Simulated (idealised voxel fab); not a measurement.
Process module heading - voxel self aligned vias
Pictured: cross-section cut, 285 nm wide, on a grid of 5 nm square cells.
Format of a cross-section: grid, square cells. Given as bands. Order: top down. Band: one or more rows of cells.
What a band's entry tells you: where the top is and where the bottom is, as heights in nm, and after that what lies inside, material by material from left to right, each with its width in nm. Empty space is written as the word "empty", and a single material marked with the word "all across" occupies the band from edge to edge.
Measure heights from 0. That's the level where, below it, the as-received wafer is all one material. The lowest band is bottomless and extends downward; write it as in "0..down".
The notation "30 to 40" denotes a width that varies across the rows of cells in the band, beginning at the first number in the top row, finishing at the second number in the bottom row, and changing by an identical amount from each row to the next.
It should be understood that the words "nothing changed", when stated for a given step, signify that the cross-section underwent no change in any of its cells during that step.
"Sealed-off cavities" means: voids of 8 cells or more that are shut off from the top with no open way through. Written width x height at distance, distance from the left edge, in nm.
Past the settings on a step's line: simulator remark, on that step.
overlay nm: for a step with a mask, the amount by which the mask lay right of where it was planned; a negative amount means left of it.
[The planned process steps are enumerated hereunder]
- 1: RECEIVE,material Si
- 2: CONFORMAL_DEP,material SiO2,thk nm 10
- 3: CONFORMAL_DEP,material SiCN,thk nm 5
- 4: DIRECTIONAL_DEP,material lowk,thk nm 20
- 5: MASKED_ETCH,tone open,mask id LINES,width nm 25,pitch nm 55,etch materials lowk,depth nm 20,overlay nm 0
- 6: CONFORMAL_DEP,material TiN,thk nm 5
- 7: FILL_DEP,material Ru,thk nm 10
- 8: CMP,height nm 35
- 9: SELECTIVE_ETCH,etch materials W Ru TiN,depth nm 5
- 10: FILL_DEP,material SiN,thk nm 10
- 11: CMP,height nm 35
- 12: DIRECTIONAL_DEP,material lowk,thk nm 20
- 13: PATTERN,tone open,mask id VIAS,material resist,width nm 35,pitch nm 110,thk nm 20,overlay nm 0
- 14: DIRECTIONAL_ETCH,etch materials lowk,depth nm 20
- 15: DIRECTIONAL_ETCH,etch materials SiN,depth nm 5
- 16: STRIP,etch materials resist
- 17: CONFORMAL_DEP,material TiN,thk nm 5
- 18: FILL_DEP,material W,thk nm 5
- 19: CMP,height nm 55
- 20: CONFORMAL_DEP,material SiN,thk nm 5
[The cross-section here shows the wafer as received, i.e. in its state after step 1]
> 0..down: Si all across
> Sealed-off cavities: none
[The module was run from the start shown above using the plan shown above, but one mistake was made doing it; the resulting wafer cross-section is below]
> 60..55: SiN all across
> 55..40: 70 of lowk  5 of TiN  25 of W  5 of TiN  75 of lowk  5 of TiN  25 of W  5 of TiN  70 of lowk
> 40..35: 70 of lowk  5 of TiN  15 of W  15 of TiN  75 of lowk  5 of TiN  15 of W  15 of TiN  70 of lowk
> 35..30: 70 of lowk  25 of TiN  30 of lowk  25 of SiN  30 of lowk  25 of TiN  80 of lowk
> 30..20: 70 of lowk  5 of TiN  15 of Ru  5 of TiN  30 of lowk  5 of TiN  15 of Ru  5 of TiN  30 of lowk  5 of TiN  15 of Ru  5 of TiN  80 of lowk
> 20..15: 70 of lowk  25 of TiN  30 of lowk  25 of TiN  30 of lowk  25 of TiN  80 of lowk
> 15..10: SiCN all across
> 10..0: SiO2 all across
> 0..down: Si all across
> Sealed-off cavities: none
Short version of what went wrong: note that step 5 departed from the planned setting and was carried out as MASKED_ETCH,tone open,mask id LINES,width nm 25,pitch nm 55,etch materials lowk,depth nm 20,overlay nm -5
